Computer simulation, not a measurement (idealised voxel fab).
Proc. module: voxel quadruple lines
Section cut is 265 nm wide and gridded with 5 nm square cells.
When this document writes out a cross-section, it uses a grid of square cells and lists it as bands, beginning at the top and moving down, with a band standing for one or more rows of cells.
Heads up on the band format: heights come first, top then bottom, in nm. After that it's the materials left to right, each with its width in nm. A single material flagged "all across" fills the whole band edge to edge, and "blank" means there's empty space there.
Heights are reckoned from 0. Under this level, the received wafer is all of one material. The bottommost band is open-ended downward, for example "0 nm and below".
Note: "30 to 40" means the width goes from the first number (top row of the band) to the second number (bottom row) in equal steps per row of cells.
Basically "no change" means that step didn't change any cell in the cross-section.
Look at "Sealed internal voids" for the closed voids: empty spaces with no open path to the top, sized 8 cells or up. Each is width x height at distance, distance from the left edge, all nm.
Post-settings text on a step line: simulator's own remark regarding the step.
Each step line may optionally specify "overlay nm", which for a step with a mask gives the rightward distance between the mask's planned place and where it lay, a negative value indicating the leftward direction.

Steps planned for the process:
- 1: RECEIVE: material Si
- 2: CONFORMAL_DEP: material Al2O3, thk nm 5
- 3: DIRECTIONAL_DEP: material Ru, thk nm 15
- 4: DIRECTIONAL_DEP: material polySi, thk nm 20
- 5: DIRECTIONAL_DEP: material aC, thk nm 20
- 6: PATTERN: tone cover, mask id MANDREL, material resist, width nm 20, thk nm 25, overlay nm 0
- 7: DIRECTIONAL_ETCH: etch materials aC, depth nm 20
- 8: STRIP: etch materials resist
- 9: CONFORMAL_DEP: material SiO2, thk nm 10
- 10: DIRECTIONAL_ETCH: etch materials SiO2, depth nm 10
- 11: STRIP: etch materials aC
- 12: DIRECTIONAL_ETCH: etch materials polySi, depth nm 20
- 13: STRIP: etch materials SiO2
- 14: CONFORMAL_DEP: material SiN, thk nm 5
- 15: DIRECTIONAL_ETCH: etch materials SiN, depth nm 5
- 16: STRIP: etch materials polySi
- 17: DIRECTIONAL_ETCH: etch materials Ru, depth nm 15
- 18: STRIP: etch materials SiN

Shown in cross-section is the wafer as received, that is, as it stands after step 1:
    0 nm and below = Si all across
    Sealed internal voids: none

Look at the cross-section after the module: the wafer started out the way shown above and the plan was the one shown above, yet one mistake was made along the way:
    45 nm to 40 nm = blank (105), aC (20), blank (10), aC (20), blank (110)
    40 nm to 25 nm = blank (105), aC (5), polySi (10), aC (5), blank (10), aC (5), polySi (10), aC (5), blank (110)
    25 nm to 20 nm = aC (110), polySi (10), aC (20), polySi (10), aC (115)
    20 nm to 5 nm = Ru all across
    5 nm to 0 nm = Al2O3 all across
    0 nm and below = Si all across
    Sealed internal voids: none
So what did we get wrong on this run? the process deviated at step 14: the operation and settings actually run there were CONFORMAL_DEP: material aC, thk nm 5
